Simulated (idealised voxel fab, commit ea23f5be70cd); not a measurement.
process module | voxel wiring stack
cross-section cut | 275 nm wide | cells 5 nm
A cross-section is a grid of square cells, given in bands from the top down. A band is one or more rows of cells.
Each band's line starts with the height of the band's top and of its bottom, in nm. Then come its materials from left to right, each with its width in nm. One material with "throughout" fills the band from edge to edge. "air" is empty space.
Height 0 is the level under which the wafer as received is all one material. The lowest band goes on downwards, as in "0 down".
A width such as "30 to 40" changes by the same amount from each row of cells to the next, from the band's top row to its bottom row.
"no change" after a step means that no cell of the cross-section changed.
closed voids: empty space of 8 cells or more with no open way to the top, each as width x height at its distance from the left edge, in nm
after a step's settings: what the simulator itself notes on the step
overlay nm, on a step with a mask: how far to the right of its planned place the mask lay; to the left if negative
plan
1 op RECEIVE | material Si
2 op CONFORMAL_DEP | material SiO2 | thk nm 10
3 op CONFORMAL_DEP | material SiN | thk nm 5
4 op DIRECTIONAL_DEP | material SiO2 | thk nm 15
5 op DIRECTIONAL_DEP | material aC | thk nm 10
6 op PATTERN | tone open | mask id METAL_1 | material resist | width nm 20 | pitch nm 40 | thk nm 25 | overlay nm 0
7 op DIRECTIONAL_ETCH | etch materials aC | depth nm 10
8 op STRIP | etch materials resist
9 op DIRECTIONAL_ETCH | etch materials SiO2 | depth nm 15
10 op DIRECTIONAL_ETCH | etch materials SiN | depth nm 5
11 op STRIP | etch materials aC
12 op CONFORMAL_DEP | material TiN | thk nm 5
13 op FILL_DEP | material Cu | thk nm 5
14 op CMP | height nm 30
15 op CONFORMAL_DEP | material SiCN | thk nm 5
16 op DIRECTIONAL_DEP | material SiO2 | thk nm 20
17 op MASKED_ETCH | tone open | mask id PLUG_1 | width nm 15 | pitch nm 40 | etch materials SiO2 | depth nm 20 | overlay nm 0
18 op MASKED_ETCH | tone open | mask id PLUG_1 | width nm 15 | pitch nm 40 | etch materials SiCN | depth nm 5 | overlay nm 0
19 op EPI | material Ru | thk nm 10
20 op EPI | material Ru | thk nm 10
21 op EPI | material Ru | thk nm 5
22 op CONFORMAL_DEP | material SiN | thk nm 5
23 op DIRECTIONAL_DEP | material SiO2 | thk nm 20
24 op DIRECTIONAL_DEP | material aC | thk nm 10
25 op PATTERN | tone open | mask id METAL_2 | material resist | width nm 20 | pitch nm 40 | thk nm 25 | overlay nm 0
26 op DIRECTIONAL_ETCH | etch materials aC | depth nm 10
27 op STRIP | etch materials resist
28 op DIRECTIONAL_ETCH | etch materials SiO2 | depth nm 20
29 op DIRECTIONAL_ETCH | etch materials SiN | depth nm 5
30 op STRIP | etch materials aC
31 op CONFORMAL_DEP | material TiN | thk nm 5
32 op FILL_DEP | material Ru | thk nm 10
33 op CMP | height nm 80
34 op CONFORMAL_DEP | material SiCN | thk nm 5
35 op DIRECTIONAL_DEP | material lowk | thk nm 20
36 op DIRECTIONAL_DEP | material aC | thk nm 15
37 op PATTERN | tone open | mask id PLUG_2 | material resist | width nm 15 | pitch nm 40 | thk nm 30 | overlay nm 0
38 op DIRECTIONAL_ETCH | etch materials aC | depth nm 15
39 op STRIP | etch materials resist
40 op DIRECTIONAL_ETCH | etch materials lowk | depth nm 20
41 op DIRECTIONAL_ETCH | etch materials SiCN | depth nm 5
42 op STRIP | etch materials aC
43 op CONFORMAL_DEP | material TiN | thk nm 5
44 op FILL_DEP | material W | thk nm 10
45 op CMP | height nm 105
46 op DIRECTIONAL_DEP | material TiN | thk nm 5
47 op DIRECTIONAL_DEP | material W | thk nm 15
48 op MASKED_ETCH | tone cover | mask id METAL_3 | width nm 20 | pitch nm 40 | etch materials W | depth nm 15 | overlay nm 0
49 op MASKED_ETCH | tone cover | mask id METAL_3 | width nm 20 | pitch nm 40 | etch materials TiN | depth nm 5 | overlay nm 0
50 op FILL_DEP | material lowk | thk nm 5
51 op CMP | height nm 125
52 op CONFORMAL_DEP | material SiCN | thk nm 5
as received, after step 1
  0 down: Si throughout
  closed voids: none
a wafer at the end: this start, this plan, one mistake
  130 to 125: SiCN throughout
  125 to 110: lowk 70 | W 15 | lowk 25 | W 15 | lowk 25 | W 15 | lowk 25 | W 15 | lowk 70
  110 to 105: lowk 65 | TiN 20 | lowk 20 | TiN 20 | lowk 20 | TiN 20 | lowk 20 | TiN 20 | lowk 70
  105 to 85: lowk 65 | TiN 5 | W 5 | TiN 5 | lowk 25 | TiN 5 | W 5 | TiN 5 | lowk 25 | TiN 5 | W 5 | TiN 5 | lowk 25 | TiN 5 | W 5 | TiN 5 | lowk 75
  85 to 80: SiCN 65 | TiN 15 | SiCN 25 | TiN 15 | SiCN 25 | TiN 15 | SiCN 25 | TiN 15 | SiCN 75
  80 to 60: SiO2 65 | TiN 5 | Ru 10 | TiN 5 | SiO2 20 | TiN 5 | Ru 10 | TiN 5 | SiO2 20 | TiN 5 | Ru 10 | TiN 5 | SiO2 20 | TiN 5 | Ru 10 | TiN 5 | SiO2 70
  60 to 55: SiN 65 | TiN 20 | SiN 20 | TiN 20 | SiN 20 | TiN 20 | SiN 20 | TiN 20 | SiN 70
  55 to 35: SiO2 65 | Ru 15 | SiO2 25 | Ru 15 | SiO2 25 | Ru 15 | SiO2 25 | Ru 15 | SiO2 75
  35 to 30: SiCN 65 | Ru 15 | SiCN 25 | Ru 15 | SiCN 25 | Ru 15 | SiCN 25 | Ru 15 | SiCN 75
  30 to 15: SiO2 65 | TiN 5 | Cu 10 | TiN 5 | SiO2 20 | TiN 5 | Cu 10 | TiN 5 | SiO2 20 | TiN 5 | Cu 10 | TiN 5 | SiO2 20 | TiN 5 | Cu 10 | TiN 5 | SiO2 70
  15 to 10: SiN 65 | TiN 20 | SiN 20 | TiN 20 | SiN 20 | TiN 20 | SiN 20 | TiN 20 | SiN 70
  10 to 0: SiO2 throughout
  0 down: Si throughout
  closed voids: none
what went wrong: step 48 ran as: op MASKED_ETCH | tone cover | mask id METAL_3 | width nm 15 | pitch nm 40 | etch materials W | depth nm 15 | overlay nm 0
